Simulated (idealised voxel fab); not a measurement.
You're looking at the process module voxel gate over fins.
Section cut is 255 nm wide and gridded with 5 nm square cells.
This document writes a cross-section as a grid whose cells are square, and gives it as bands, listed from the top down; one or more rows of cells form a band.
Look at the band entry: it leads with the top's height and the bottom's height in nm. Then it lists the materials left to right, with a width in nm for each. The word "all across" on a single material says that material fills the band edge to edge. The word "air" is empty space.
Heights from 0 (as-received wafer is one material below). Bottom band endless downward, as "0 nm and below".
It should be noted that a width expressed as "30 to 40" varies in equal increments from row to row of cells within the band, taking the value of the first number at the top row and that of the second number at the bottom row.
For the purposes of this document, the phrase "nothing was modified" attached to a step denotes that no cell within the cross-section was modified by that step.
"Encapsulated voids" - sealed voids, min. 8 cells, no opening to top; format: width x height at distance (distance from left edge; nm throughout).
Note: text after step settings on the step line = simulator remark on that step.
The "overlay nm" setting may appear on a step's line; for a step that uses a mask, it gives how far to the right of its planned position the mask lay, and a negative value indicates the left.
-- So here's the lineup of process steps we planned
1. RECEIVE, material Si
2. CONFORMAL_DEP, material SiN, thk nm 10
3. MASKED_ETCH, tone cover, mask id FINS, width nm 15, pitch nm 45, etch materials SiN, depth nm 10, overlay nm 0
4. MASKED_ETCH, tone cover, mask id FINS, width nm 15, pitch nm 45, etch materials Si, depth nm 30, overlay nm 0
5. OXIDIZE, depth nm 5
6. FILL_DEP, material SiO2, thk nm 10
7. CMP, height nm 10
8. SELECTIVE_ETCH, etch materials SiO2, depth nm 25
9. STRIP, etch materials SiN
10. CONFORMAL_DEP, material HfO2, thk nm 5
11. CONFORMAL_DEP, material TiN, thk nm 5
12. FILL_DEP, material W, thk nm 15
13. CMP, height nm 20
14. CONFORMAL_DEP, material SiN, thk nm 10
-- What follows covers the first of two wafers; it ran as planned
-- As-received wafer cross-section (after step 1)
  0 nm and below | Si all across
  Encapsulated voids: none
-- So this is the wafer cross-section right after step 2
  10 nm to 0 nm | SiN all across
  Nothing below the height 0 has changed.
-- So this is the wafer cross-section right after step 3
  10 nm to 0 nm | air (95) / SiN (15) / air (30) / SiN (15) / air (100)
  Nothing below the height 0 has changed.
-- So this is the wafer cross-section right after step 4
  10 nm to 0 nm | air (95) / SiN (15) / air (30) / SiN (15) / air (100)
  0 nm to -30 nm | air (95) / Si (15) / air (30) / Si (15) / air (100)
  Nothing below the height -30 has changed.
-- So this is the wafer cross-section right after step 5
  10 nm to 0 nm | air (95) / SiN (15) / air (30) / SiN (15) / air (100)
  0 nm to -30 nm | air (95) / SiO2 (5) / Si (5) / SiO2 (5) / air (30) / SiO2 (5) / Si (5) / SiO2 (5) / air (100)
  -30 nm to -35 nm | SiO2 (100) / Si (5) / SiO2 (40) / Si (5) / SiO2 (105)
  Nothing below the height -35 has changed.
-- So this is the wafer cross-section right after step 6
  20 nm to 10 nm | SiO2 all across
  10 nm to 0 nm | SiO2 (95) / SiN (15) / SiO2 (30) / SiN (15) / SiO2 (100)
  0 nm to -35 nm | SiO2 (100) / Si (5) / SiO2 (40) / Si (5) / SiO2 (105)
  Nothing below the height -35 has changed.
-- So this is the wafer cross-section right after step 7
  10 nm to 0 nm | SiO2 (95) / SiN (15) / SiO2 (30) / SiN (15) / SiO2 (100)
  Nothing below the height 0 has changed.
-- So this is the wafer cross-section right after step 8
  10 nm to 0 nm | air (95) / SiN (15) / air (30) / SiN (15) / air (100)
  0 nm to -15 nm | air (100) / Si (5) / air (40) / Si (5) / air (105)
  Nothing below the height -15 has changed.
-- So this is the wafer cross-section right after step 9
  0 nm to -15 nm | air (100) / Si (5) / air (40) / Si (5) / air (105)
  Nothing below the height -15 has changed.
-- So this is the wafer cross-section right after step 10
  5 nm to 0 nm | air (95) / HfO2 (15) / air (30) / HfO2 (15) / air (100)
  0 nm to -10 nm | air (95) / HfO2 (5) / Si (5) / HfO2 (5) / air (30) / HfO2 (5) / Si (5) / HfO2 (5) / air (100)
  -10 nm to -15 nm | HfO2 (100) / Si (5) / HfO2 (40) / Si (5) / HfO2 (105)
  Nothing below the height -15 has changed.
-- So this is the wafer cross-section right after step 11
  10 nm to 5 nm | air (90) / TiN (25) / air (20) / TiN (25) / air (95)
  5 nm to 0 nm | air (90) / TiN (5) / HfO2 (15) / TiN (5) / air (20) / TiN (5) / HfO2 (15) / TiN (5) / air (95)
  0 nm to -5 nm | air (90) / TiN (5) / HfO2 (5) / Si (5) / HfO2 (5) / TiN (5) / air (20) / TiN (5) / HfO2 (5) / Si (5) / HfO2 (5) / TiN (5) / air (95)
  -5 nm to -10 nm | TiN (95) / HfO2 (5) / Si (5) / HfO2 (5) / TiN (30) / HfO2 (5) / Si (5) / HfO2 (5) / TiN (100)
  Nothing below the height -10 has changed.
-- So this is the wafer cross-section right after step 12
  25 nm to 10 nm | W all across
  10 nm to 5 nm | W (90) / TiN (25) / W (20) / TiN (25) / W (95)
  5 nm to 0 nm | W (90) / TiN (5) / HfO2 (15) / TiN (5) / W (20) / TiN (5) / HfO2 (15) / TiN (5) / W (95)
  0 nm to -5 nm | W (90) / TiN (5) / HfO2 (5) / Si (5) / HfO2 (5) / TiN (5) / W (20) / TiN (5) / HfO2 (5) / Si (5) / HfO2 (5) / TiN (5) / W (95)
  Nothing below the height -5 has changed.
-- So this is the wafer cross-section right after step 13
  20 nm to 10 nm | W all across
  Nothing below the height 10 has changed.
-- So this is the wafer cross-section right after step 14
  30 nm to 20 nm | SiN all across
  Nothing below the height 20 has changed.
-- What follows concerns the second wafer, which started out like the first and was meant to follow the very same plan; one mistake crept in when it was run, but everything up to and including step 9 is the same as for the first wafer
At the planned end of step 10, the second wafer in cross-section: nothing was modified
-- At the planned end of step 11, the second wafer in cross-section
  5 nm to 0 nm | air (95) / TiN (15) / air (30) / TiN (15) / air (100)
  0 nm to -10 nm | air (95) / TiN (5) / Si (5) / TiN (5) / air (30) / TiN (5) / Si (5) / TiN (5) / air (100)
  -10 nm to -15 nm | TiN (100) / Si (5) / TiN (40) / Si (5) / TiN (105)
  Nothing below the height -15 has changed.
-- At the planned end of step 12, the second wafer in cross-section
  20 nm to 5 nm | W all across
  5 nm to 0 nm | W (95) / TiN (15) / W (30) / TiN (15) / W (100)
  0 nm to -10 nm | W (95) / TiN (5) / Si (5) / TiN (5) / W (30) / TiN (5) / Si (5) / TiN (5) / W (100)
  Nothing below the height -10 has changed.
At the planned end of step 13, the second wafer in cross-section: nothing was modified
-- At the planned end of step 14, the second wafer in cross-section
  30 nm to 20 nm | SiN all across
  Nothing below the height 20 has changed.
Here's what went sideways: the plan's step 10 went unexecuted, having been skipped
The second wafer ends with more or fewer cells of some materials than the first, per final count: HfO2: 63 fewer | W: 63 more
